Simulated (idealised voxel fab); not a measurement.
Process module in this document: voxel fin reveal
It is cross-section cut that appears here, measuring 250 nm in width, its square cells being 5 nm in size.
We lay out every cross-section as a grid of square cells and spell it out in bands from the top down, where one band means one or more rows of cells. Heads up on the band format: heights come first, top then bottom, in nm. After that it's the materials left to right, each with its width in nm. A single material flagged "all across" fills the whole band edge to edge, and "air" means there's empty space there. Heights are measured from 0, the level below which the as-received wafer is all one material; the lowest band has no bottom and continues downward, written as in "top 0, no bottom". With a width like "30->40", each row of cells in the band differs from the next by the same amount, the top row carrying the first number and the bottom row the second. When a step is marked "no modifications", none of the cells in the cross-section changed during that step. For the entry "Encapsulated voids", the listed items are empty spaces with no open way to the top whose size is 8 cells or more; each item follows the pattern width x height at distance, where distance is from the left edge and all three are in nm. What comes after the settings on a step's line is commentary from the simulator itself on that step. "overlay nm" answers the question of how far to the right of plan the mask lay on a step that has a mask, and when it is negative the answer is to the left.
[Set out below are the planned steps of the process]
1 op RECEIVE | material Si
2 op CONFORMAL_DEP | material SiN | thk nm 5
3 op DIRECTIONAL_DEP | material aC | thk nm 15
4 op PATTERN | tone cover | mask id FINS | material resist | width nm 15 | pitch nm 35 | thk nm 35 | overlay nm 0
5 op DIRECTIONAL_ETCH | etch materials aC | depth nm 15
6 op STRIP | etch materials resist
7 op DIRECTIONAL_ETCH | etch materials SiN | depth nm 5
8 op DIRECTIONAL_ETCH | etch materials Si | depth nm 30
9 op STRIP | etch materials aC
10 op FILL_DEP | material SiO2 | thk nm 5
11 op CMP | height nm 5
12 op SELECTIVE_ETCH | etch materials SiO2 | depth nm 15
13 op STRIP | etch materials SiN
14 op CONFORMAL_DEP | material HfO2 | thk nm 5
For clarity, it should be stated that the wafers under discussion commence in an identical condition and differ with respect to the depth nm of step 12, the plan indicating the value that the first wafer had.
[Cross-section of the first of several wafers on receipt, reflecting completion of step 1]
    top 0, no bottom: Si all across
    Encapsulated voids: none
[Take any row and you have a wafer at the end of the module: how many cells of each material it has gained (+) or lost (-) since it was received, and then its closed voids]
depth nm 15; +66 HfO2; -228 Si; +152 SiO2; Encapsulated voids: none
depth nm 20; +74 HfO2; -228 Si; +114 SiO2; Encapsulated voids: none
depth nm 25; +82 HfO2; -228 Si; +76 SiO2; Encapsulated voids: none
depth nm 30; +90 HfO2; -228 Si; +38 SiO2; Encapsulated voids: none
depth nm 35; +98 HfO2; -228 Si; Encapsulated voids: none
depth nm 40; +98 HfO2; -228 Si; Encapsulated voids: none
